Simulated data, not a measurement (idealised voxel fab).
Process module under the name voxel self aligned contacts
Square cells of 5 nm make up the cross-section cut, whose width is 290 nm.
Square cells in a grid make up a cross-section in this document, and the grid is given as bands, listed from the top down, each one or more rows of cells.
Band: top and bottom heights (nm) first, top before bottom; then materials from left to right, widths in nm. "everywhere" marks a sole material filling the band edge to edge. "air" denotes empty space.
Zero point of the height axis is 0; under it, received wafer = one material. Lowest band: continues down indefinitely, "top 0, no bottom".
So if you see something like "30 to 40" for the width, read it as the top row of the band sitting at the first number and the bottom row at the second, with every row in between moving by the same amount as the last.
"no change" means the step left every cell of the cross-section as it was.
The label "Closed void entries" introduces a list of the empty spaces, 8 cells or larger, that have no open way up to the top; each entry in it reads width x height at distance, where the distance is taken from the left edge and all three are stated in nm.
Heads up: the bit after the settings on a step's line is the simulator's remark on that step.
overlay nm: mask offset rightward from planned place, masked step; negative means leftward offset.
List of planned process steps
step 1: RECEIVE, material Si
step 2: CONFORMAL_DEP, material SiO2, thk nm 5
step 3: DIRECTIONAL_DEP, material polySi, thk nm 25
step 4: DIRECTIONAL_DEP, material SiN, thk nm 20
step 5: DIRECTIONAL_DEP, material aC, thk nm 10
step 6: PATTERN, tone cover, mask id GATE, material resist, width nm 35, pitch nm 80, thk nm 25, overlay nm 0
step 7: DIRECTIONAL_ETCH, etch materials aC, depth nm 10
step 8: STRIP, etch materials resist
step 9: DIRECTIONAL_ETCH, etch materials SiN, depth nm 20
step 10: DIRECTIONAL_ETCH, etch materials polySi, depth nm 25
step 11: STRIP, etch materials aC
step 12: CONFORMAL_DEP, material SiN, thk nm 10
step 13: DIRECTIONAL_ETCH, etch materials SiN, depth nm 10
step 14: FILL_DEP, material SiO2, thk nm 15
step 15: CMP, height nm 55
step 16: MASKED_ETCH, tone open, mask id CONTACT, width nm 65, pitch nm 80, etch materials SiO2, depth nm 55, overlay nm 0
step 17: CONFORMAL_DEP, material TiN, thk nm 5
step 18: FILL_DEP, material W, thk nm 5
step 19: CMP, height nm 55
step 20: CONFORMAL_DEP, material SiN, thk nm 5
The following pertains to the first of two wafers, which was processed as planned
This is the cross-section of the wafer as we received it, i.e. after step 1
* top 0, no bottom  Si everywhere
* Closed void entries: none
State of the wafer after step 2, shown in cross-section
* top 5, bottom 0  SiO2 everywhere
* Below 0 it's all the same as before, nothing changed down there.
State of the wafer after step 3, shown in cross-section
* top 30, bottom 5  polySi everywhere
* Below 5 it's all the same as before, nothing changed down there.
State of the wafer after step 4, shown in cross-section
* top 50, bottom 30  SiN everywhere
* Below 30 it's all the same as before, nothing changed down there.
State of the wafer after step 5, shown in cross-section
* top 60, bottom 50  aC everywhere
* Below 50 it's all the same as before, nothing changed down there.
State of the wafer after step 6, shown in cross-section
* top 85, bottom 60  45 of air  35 of resist  45 of air  35 of resist  45 of air  35 of resist  50 of air
* Below 60 it's all the same as before, nothing changed down there.
State of the wafer after step 7, shown in cross-section
* top 75, bottom 60  45 of air  35 of resist  45 of air  35 of resist  45 of air  35 of resist  50 of air
* top 60, bottom 50  45 of air  35 of aC  45 of air  35 of aC  45 of air  35 of aC  50 of air
* Below 50 it's all the same as before, nothing changed down there.
State of the wafer after step 8, shown in cross-section
* top 60, bottom 50  45 of air  35 of aC  45 of air  35 of aC  45 of air  35 of aC  50 of air
* Below 50 it's all the same as before, nothing changed down there.
State of the wafer after step 9, shown in cross-section
* top 60, bottom 50  45 of air  35 of aC  45 of air  35 of aC  45 of air  35 of aC  50 of air
* top 50, bottom 30  45 of air  35 of SiN  45 of air  35 of SiN  45 of air  35 of SiN  50 of air
* Below 30 it's all the same as before, nothing changed down there.
State of the wafer after step 10, shown in cross-section
* top 60, bottom 50  45 of air  35 of aC  45 of air  35 of aC  45 of air  35 of aC  50 of air
* top 50, bottom 30  45 of air  35 of SiN  45 of air  35 of SiN  45 of air  35 of SiN  50 of air
* top 30, bottom 5  45 of air  35 of polySi  45 of air  35 of polySi  45 of air  35 of polySi  50 of air
* Below 5 it's all the same as before, nothing changed down there.
State of the wafer after step 11, shown in cross-section
* top 50, bottom 30  45 of air  35 of SiN  45 of air  35 of SiN  45 of air  35 of SiN  50 of air
* Below 30 it's all the same as before, nothing changed down there.
State of the wafer after step 12, shown in cross-section
* top 60, bottom 30  35 of air  55 of SiN  25 of air  55 of SiN  25 of air  55 of SiN  40 of air
* top 30, bottom 15  35 of air  10 of SiN  35 of polySi  10 of SiN  25 of air  10 of SiN  35 of polySi  10 of SiN  25 of air  10 of SiN  35 of polySi  10 of SiN  40 of air
* top 15, bottom 5  45 of SiN  35 of polySi  45 of SiN  35 of polySi  45 of SiN  35 of polySi  50 of SiN
* Below 5 it's all the same as before, nothing changed down there.
State of the wafer after step 13, shown in cross-section
* top 50, bottom 30  35 of air  55 of SiN  25 of air  55 of SiN  25 of air  55 of SiN  40 of air
* top 30, bottom 5  35 of air  10 of SiN  35 of polySi  10 of SiN  25 of air  10 of SiN  35 of polySi  10 of SiN  25 of air  10 of SiN  35 of polySi  10 of SiN  40 of air
* Below 5 it's all the same as before, nothing changed down there.
State of the wafer after step 14, shown in cross-section
* top 65, bottom 50  SiO2 everywhere
* top 50, bottom 30  35 of SiO2  55 of SiN  25 of SiO2  55 of SiN  25 of SiO2  55 of SiN  40 of SiO2
* top 30, bottom 5  35 of SiO2  10 of SiN  35 of polySi  10 of SiN  25 of SiO2  10 of SiN  35 of polySi  10 of SiN  25 of SiO2  10 of SiN  35 of polySi  10 of SiN  40 of SiO2
* Below 5 it's all the same as before, nothing changed down there.
State of the wafer after step 15, shown in cross-section
* top 55, bottom 50  SiO2 everywhere
* Below 50 it's all the same as before, nothing changed down there.
State of the wafer after step 16, shown in cross-section
* top 55, bottom 50  70 of SiO2  65 of air  15 of SiO2  65 of air  75 of SiO2
* top 50, bottom 30  35 of SiO2  55 of SiN  25 of air  55 of SiN  25 of air  55 of SiN  40 of SiO2
* top 30, bottom 5  35 of SiO2  10 of SiN  35 of polySi  10 of SiN  25 of air  10 of SiN  35 of polySi  10 of SiN  25 of air  10 of SiN  35 of polySi  10 of SiN  40 of SiO2
* top 5, bottom 0  90 of SiO2  25 of air  55 of SiO2  25 of air  95 of SiO2
* Below 0 it's all the same as before, nothing changed down there.
State of the wafer after step 17, shown in cross-section
* top 60, bottom 55  75 of TiN  55 of air  25 of TiN  55 of air  80 of TiN
* top 55, bottom 50  70 of SiO2  25 of TiN  15 of air  25 of TiN  15 of SiO2  25 of TiN  15 of air  25 of TiN  75 of SiO2
* top 50, bottom 30  35 of SiO2  55 of SiN  5 of TiN  15 of air  5 of TiN  55 of SiN  5 of TiN  15 of air  5 of TiN  55 of SiN  40 of SiO2
* top 30, bottom 5  35 of SiO2  10 of SiN  35 of polySi  10 of SiN  5 of TiN  15 of air  5 of TiN  10 of SiN  35 of polySi  10 of SiN  5 of TiN  15 of air  5 of TiN  10 of SiN  35 of polySi  10 of SiN  40 of SiO2
* top 5, bottom 0  90 of SiO2  25 of TiN  55 of SiO2  25 of TiN  95 of SiO2
* Below 0 it's all the same as before, nothing changed down there.
State of the wafer after step 18, shown in cross-section
* top 65, bottom 60  W everywhere
* top 60, bottom 55  75 of TiN  55 of W  25 of TiN  55 of W  80 of TiN
* top 55, bottom 50  70 of SiO2  25 of TiN  15 of W  25 of TiN  15 of SiO2  25 of TiN  15 of W  25 of TiN  75 of SiO2
* top 50, bottom 30  35 of SiO2  55 of SiN  5 of TiN  15 of W  5 of TiN  55 of SiN  5 of TiN  15 of W  5 of TiN  55 of SiN  40 of SiO2
* top 30, bottom 5  35 of SiO2  10 of SiN  35 of polySi  10 of SiN  5 of TiN  15 of W  5 of TiN  10 of SiN  35 of polySi  10 of SiN  5 of TiN  15 of W  5 of TiN  10 of SiN  35 of polySi  10 of SiN  40 of SiO2
* Below 5 it's all the same as before, nothing changed down there.
State of the wafer after step 19, shown in cross-section
* top 55, bottom 50  70 of SiO2  25 of TiN  15 of W  25 of TiN  15 of SiO2  25 of TiN  15 of W  25 of TiN  75 of SiO2
* Below 50 it's all the same as before, nothing changed down there.
State of the wafer after step 20, shown in cross-section
* top 60, bottom 55  SiN everywhere
* Below 55 it's all the same as before, nothing changed down there.
The second wafer began exactly as the first did and followed the same plan, but one mistake was made while running it; through step 2 inclusive, the two wafers are identical
Look at the second wafer in cross-section at the time step 3 ought to have finished
* top 55, bottom 5  polySi everywhere
* Below 5 it's all the same as before, nothing changed down there.
Look at the second wafer in cross-section at the time step 4 ought to have finished
* top 75, bottom 55  SiN everywhere
* Below 55 it's all the same as before, nothing changed down there.
Look at the second wafer in cross-section at the time step 5 ought to have finished
* top 85, bottom 75  aC everywhere
* Below 75 it's all the same as before, nothing changed down there.
Look at the second wafer in cross-section at the time step 6 ought to have finished
* top 110, bottom 85  45 of air  35 of resist  45 of air  35 of resist  45 of air  35 of resist  50 of air
* Below 85 it's all the same as before, nothing changed down there.
Look at the second wafer in cross-section at the time step 7 ought to have finished
* top 100, bottom 85  45 of air  35 of resist  45 of air  35 of resist  45 of air  35 of resist  50 of air
* top 85, bottom 75  45 of air  35 of aC  45 of air  35 of aC  45 of air  35 of aC  50 of air
* Below 75 it's all the same as before, nothing changed down there.
Look at the second wafer in cross-section at the time step 8 ought to have finished
* top 85, bottom 75  45 of air  35 of aC  45 of air  35 of aC  45 of air  35 of aC  50 of air
* Below 75 it's all the same as before, nothing changed down there.
Look at the second wafer in cross-section at the time step 9 ought to have finished
* top 85, bottom 75  45 of air  35 of aC  45 of air  35 of aC  45 of air  35 of aC  50 of air
* top 75, bottom 55  45 of air  35 of SiN  45 of air  35 of SiN  45 of air  35 of SiN  50 of air
* Below 55 it's all the same as before, nothing changed down there.
Look at the second wafer in cross-section at the time step 10 ought to have finished
* top 85, bottom 75  45 of air  35 of aC  45 of air  35 of aC  45 of air  35 of aC  50 of air
* top 75, bottom 55  45 of air  35 of SiN  45 of air  35 of SiN  45 of air  35 of SiN  50 of air
* top 55, bottom 30  45 of air  35 of polySi  45 of air  35 of polySi  45 of air  35 of polySi  50 of air
* Below 30 it's all the same as before, nothing changed down there.
Look at the second wafer in cross-section at the time step 11 ought to have finished
* top 75, bottom 55  45 of air  35 of SiN  45 of air  35 of SiN  45 of air  35 of SiN  50 of air
* Below 55 it's all the same as before, nothing changed down there.
Look at the second wafer in cross-section at the time step 12 ought to have finished
* top 85, bottom 55  35 of air  55 of SiN  25 of air  55 of SiN  25 of air  55 of SiN  40 of air
* top 55, bottom 40  35 of air  10 of SiN  35 of polySi  10 of SiN  25 of air  10 of SiN  35 of polySi  10 of SiN  25 of air  10 of SiN  35 of polySi  10 of SiN  40 of air
* top 40, bottom 30  45 of SiN  35 of polySi  45 of SiN  35 of polySi  45 of SiN  35 of polySi  50 of SiN
* Below 30 it's all the same as before, nothing changed down there.
Look at the second wafer in cross-section at the time step 13 ought to have finished
* top 75, bottom 55  35 of air  55 of SiN  25 of air  55 of SiN  25 of air  55 of SiN  40 of air
* top 55, bottom 30  35 of air  10 of SiN  35 of polySi  10 of SiN  25 of air  10 of SiN  35 of polySi  10 of SiN  25 of air  10 of SiN  35 of polySi  10 of SiN  40 of air
* Below 30 it's all the same as before, nothing changed down there.
Look at the second wafer in cross-section at the time step 14 ought to have finished
* top 90, bottom 75  SiO2 everywhere
* top 75, bottom 55  35 of SiO2  55 of SiN  25 of SiO2  55 of SiN  25 of SiO2  55 of SiN  40 of SiO2
* top 55, bottom 30  35 of SiO2  10 of SiN  35 of polySi  10 of SiN  25 of SiO2  10 of SiN  35 of polySi  10 of SiN  25 of SiO2  10 of SiN  35 of polySi  10 of SiN  40 of SiO2
* Below 30 it's all the same as before, nothing changed down there.
Look at the second wafer in cross-section at the time step 15 ought to have finished
* top 55, bottom 30  35 of SiO2  10 of SiN  35 of polySi  10 of SiN  25 of SiO2  10 of SiN  35 of polySi  10 of SiN  25 of SiO2  10 of SiN  35 of polySi  10 of SiN  40 of SiO2
* Below 30 it's all the same as before, nothing changed down there.
Look at the second wafer in cross-section at the time step 16 ought to have finished
* top 55, bottom 30  35 of SiO2  10 of SiN  35 of polySi  10 of SiN  25 of air  10 of SiN  35 of polySi  10 of SiN  25 of air  10 of SiN  35 of polySi  10 of SiN  40 of SiO2
* Below 30 it's all the same as before, nothing changed down there.
Look at the second wafer in cross-section at the time step 17 ought to have finished
* top 60, bottom 55  95 of TiN  15 of air  65 of TiN  15 of air  100 of TiN
* top 55, bottom 35  35 of SiO2  10 of SiN  35 of polySi  10 of SiN  5 of TiN  15 of air  5 of TiN  10 of SiN  35 of polySi  10 of SiN  5 of TiN  15 of air  5 of TiN  10 of SiN  35 of polySi  10 of SiN  40 of SiO2
* top 35, bottom 30  35 of SiO2  10 of SiN  35 of polySi  10 of SiN  25 of TiN  10 of SiN  35 of polySi  10 of SiN  25 of TiN  10 of SiN  35 of polySi  10 of SiN  40 of SiO2
* Below 30 it's all the same as before, nothing changed down there.
Look at the second wafer in cross-section at the time step 18 ought to have finished
* top 65, bottom 60  W everywhere
* top 60, bottom 55  95 of TiN  15 of W  65 of TiN  15 of W  100 of TiN
* top 55, bottom 35  35 of SiO2  10 of SiN  35 of polySi  10 of SiN  5 of TiN  15 of W  5 of TiN  10 of SiN  35 of polySi  10 of SiN  5 of TiN  15 of W  5 of TiN  10 of SiN  35 of polySi  10 of SiN  40 of SiO2
* Below 35 it's all the same as before, nothing changed down there.
Look at the second wafer in cross-section at the time step 19 ought to have finished
* top 55, bottom 35  35 of SiO2  10 of SiN  35 of polySi  10 of SiN  5 of TiN  15 of W  5 of TiN  10 of SiN  35 of polySi  10 of SiN  5 of TiN  15 of W  5 of TiN  10 of SiN  35 of polySi  10 of SiN  40 of SiO2
* Below 35 it's all the same as before, nothing changed down there.
Look at the second wafer in cross-section at the time step 20 ought to have finished
* top 60, bottom 55  SiN everywhere
* Below 55 it's all the same as before, nothing changed down there.
what went wrong: plan step 3 ran twice
Bottom line after processing is that, in cells, the second wafer is up or down on some materials versus the first: SiN: 132 fewer, SiO2: 82 fewer, TiN: 40 fewer, W: 36 fewer, polySi: 290 more
